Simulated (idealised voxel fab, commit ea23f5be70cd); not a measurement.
process module | voxel wiring stack
cross-section cut | 295 nm wide | cells 5 nm
A cross-section is a grid of square cells, given in bands from the top down. A band is one or more rows of cells.
Each band's line starts with the height of the band's top and of its bottom, in nm. Then come its materials from left to right, each with its width in nm. One material with "throughout" fills the band from edge to edge. "air" is empty space.
Height 0 is the level under which the wafer as received is all one material. The lowest band goes on downwards, as in "0 down".
A width such as "30 to 40" changes by the same amount from each row of cells to the next, from the band's top row to its bottom row.
"no change" after a step means that no cell of the cross-section changed.
closed voids: empty space of 8 cells or more with no open way to the top, each as width x height at its distance from the left edge, in nm
after a step's settings: what the simulator itself notes on the step
overlay nm, on a step with a mask: how far to the right of its planned place the mask lay; to the left if negative
plan
1 op RECEIVE | material Si
2 op CONFORMAL_DEP | material SiO2 | thk nm 10
3 op DIRECTIONAL_DEP | material TiN | thk nm 5
4 op DIRECTIONAL_DEP | material Ru | thk nm 25
5 op MASKED_ETCH | tone cover | mask id METAL_1 | width nm 30 | pitch nm 55 | etch materials Ru | depth nm 25 | overlay nm 0
6 op MASKED_ETCH | tone cover | mask id METAL_1 | width nm 30 | pitch nm 55 | etch materials TiN | depth nm 5 | overlay nm -15
7 op FILL_DEP | material SiO2 | thk nm 10
8 op CMP | height nm 40
9 op CONFORMAL_DEP | material SiCN | thk nm 5
10 op DIRECTIONAL_DEP | material lowk | thk nm 20
11 op PATTERN | tone open | mask id PLUG_1 | material resist | width nm 15 | pitch nm 110 | thk nm 20 | overlay nm 0
12 op DIRECTIONAL_ETCH | etch materials lowk | depth nm 20
13 op DIRECTIONAL_ETCH | etch materials SiCN | depth nm 5
14 op STRIP | etch materials resist
15 op EPI | material Ru | thk nm 10
16 op EPI | material Ru | thk nm 10
17 op EPI | material Ru | thk nm 5
18 op DIRECTIONAL_DEP | material TiN | thk nm 5
19 op DIRECTIONAL_DEP | material W | thk nm 20
20 op DIRECTIONAL_DEP | material aC | thk nm 15
21 op PATTERN | tone cover | mask id METAL_2 | material resist | width nm 30 | pitch nm 55 | thk nm 35 | overlay nm 0
22 op DIRECTIONAL_ETCH | etch materials aC | depth nm 15
23 op STRIP | etch materials resist
24 op DIRECTIONAL_ETCH | etch materials W | depth nm 20
25 op DIRECTIONAL_ETCH | etch materials TiN | depth nm 5
26 op STRIP | etch materials aC
27 op FILL_DEP | material SiO2 | thk nm 5
28 op CMP | height nm 90
29 op CONFORMAL_DEP | material SiCN | thk nm 5
varied across the wafers: overlay nm of step 6. The plan shows the first wafer's value. All wafers start alike
first wafer as received, after step 1
  0 down: Si throughout
  closed voids: none
first wafer at the end, after step 29
  95 to 90: SiCN throughout
  90 to 70: SiO2 75 | W 30 | SiO2 25 | W 30 | SiO2 25 | W 30 | SiO2 80
  70 to 65: SiO2 75 | TiN 30 | SiO2 25 | TiN 30 | SiO2 25 | TiN 30 | SiO2 80
  65 to 45: lowk 75 | Ru 15 | lowk 95 | Ru 15 | lowk 95
  45 to 40: SiCN 75 | Ru 15 | SiCN 95 | Ru 15 | SiCN 95
  40 to 15: SiO2 75 | Ru 30 | SiO2 25 | Ru 30 | SiO2 25 | Ru 30 | SiO2 80
  15 to 10: SiO2 60 | TiN 45 | SiO2 10 | TiN 45 | SiO2 10 | TiN 45 | SiO2 80
  10 to 0: SiO2 throughout
  0 down: Si throughout
  closed voids: none
last wafer at the end
  95 to 90: SiCN throughout
  90 to 70: SiO2 75 | W 30 | SiO2 25 | W 30 | SiO2 25 | W 30 | SiO2 80
  70 to 65: SiO2 75 | TiN 30 | SiO2 25 | TiN 30 | SiO2 25 | TiN 30 | SiO2 80
  65 to 45: lowk 75 | Ru 15 | lowk 95 | Ru 15 | lowk 95
  45 to 40: SiCN 75 | Ru 15 | SiCN 95 | Ru 15 | SiCN 95
  40 to 15: SiO2 75 | Ru 30 | SiO2 25 | Ru 30 | SiO2 25 | Ru 30 | SiO2 80
  15 to 10: SiO2 75 | TiN 45 | SiO2 10 | TiN 45 | SiO2 10 | TiN 45 | SiO2 65
  10 to 0: SiO2 throughout
  0 down: Si throughout
  closed voids: none
each wafer at the end: cells of each material gained (+) or lost (-) since it was received, then its closed voids
overlay nm -15 | +120 Ru | +112 SiCN | +560 SiO2 | +45 TiN | +72 W | +212 lowk | closed voids: none
overlay nm -10 | +120 Ru | +112 SiCN | +563 SiO2 | +42 TiN | +72 W | +212 lowk | closed voids: none
overlay nm -5 | +120 Ru | +112 SiCN | +566 SiO2 | +39 TiN | +72 W | +212 lowk | closed voids: none
overlay nm 0 | +120 Ru | +112 SiCN | +569 SiO2 | +36 TiN | +72 W | +212 lowk | closed voids: none
overlay nm 5 | +120 Ru | +112 SiCN | +566 SiO2 | +39 TiN | +72 W | +212 lowk | closed voids: none
overlay nm 10 | +120 Ru | +112 SiCN | +563 SiO2 | +42 TiN | +72 W | +212 lowk | closed voids: none
overlay nm 15 | +120 Ru | +112 SiCN | +560 SiO2 | +45 TiN | +72 W | +212 lowk | closed voids: none
